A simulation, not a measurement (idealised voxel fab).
Process module, titled voxel double patterning
Pictured: cross-section cut, 265 nm wide, on a grid of 5 nm square cells.
Notation: cross-section as square-cell grid; stated in bands, top first, going down; one or more cell rows per band.
First you get the band's top height and its bottom height, in nm, and then the materials it's made of, left to right, with each width in nm. If you see a single material with "throughout", that one covers the band edge to edge. "empty" is empty space.
Convention: height 0 is the level below which the wafer, as received, is all one material. The lowest band does not terminate at the bottom but continues downward, represented as "z 0 and below".
The notation "30 to 40" denotes a width that varies across the rows of cells in the band, beginning at the first number in the top row, finishing at the second number in the bottom row, and changing by an identical amount from each row to the next.
The cross-section has no changed cell in any step marked "nothing altered".
Closed empty spaces (no open way to the top) of 8 cells or more are what "Encapsulated voids" lists, each as width x height at distance from the left edge, nm for all three.
Read whatever lies past the settings on a step's line as the simulator's own remark about the step.
The line of a step may include "overlay nm". On a step with a mask, this value is how far to the right of its planned place the mask lay. A negative value means the mask lay to the left.
Below is the list of planned process steps
1,op RECEIVE | material Si
2,op CONFORMAL_DEP | material SiO2 | thk nm 10
3,op DIRECTIONAL_DEP | material polySi | thk nm 10
4,op DIRECTIONAL_DEP | material SiCN | thk nm 5
5,op DIRECTIONAL_DEP | material aC | thk nm 15
6,op PATTERN | tone open | mask id FIRST | material resist | width nm 15 | pitch nm 50 | thk nm 30 | overlay nm 0
7,op DIRECTIONAL_ETCH | etch materials aC | depth nm 15
8,op STRIP | etch materials resist
9,op DIRECTIONAL_ETCH | etch materials SiCN | depth nm 5
10,op STRIP | etch materials aC
11,op PATTERN | tone open | mask id SECOND | material resist | width nm 15 | thk nm 15 | overlay nm 0
12,op DIRECTIONAL_ETCH | etch materials SiCN | depth nm 5
13,op STRIP | etch materials resist
14,op DIRECTIONAL_ETCH | etch materials polySi | depth nm 10
15,op STRIP | etch materials SiCN
Cross-section of the wafer upon arrival, representing the state reached after step 1
- z 0 and below | Si throughout
- Encapsulated voids: none
Starting structure and process plan are as shown above, but one mistake was made in running the module; the wafer cross-section at the end of the module follows
- z 20 to 10 | 100 of polySi, then 15 of empty, then 10 of polySi, then 20 of empty, then 5 of polySi, then 15 of empty, then 100 of polySi
- z 10 to 0 | SiO2 throughout
- z 0 and below | Si throughout
- Encapsulated voids: none
What went wrong in running the wafer? step 11 did not happen as planned, as run it was op PATTERN | tone open | mask id SECOND | material resist | width nm 20 | thk nm 15 | overlay nm 0
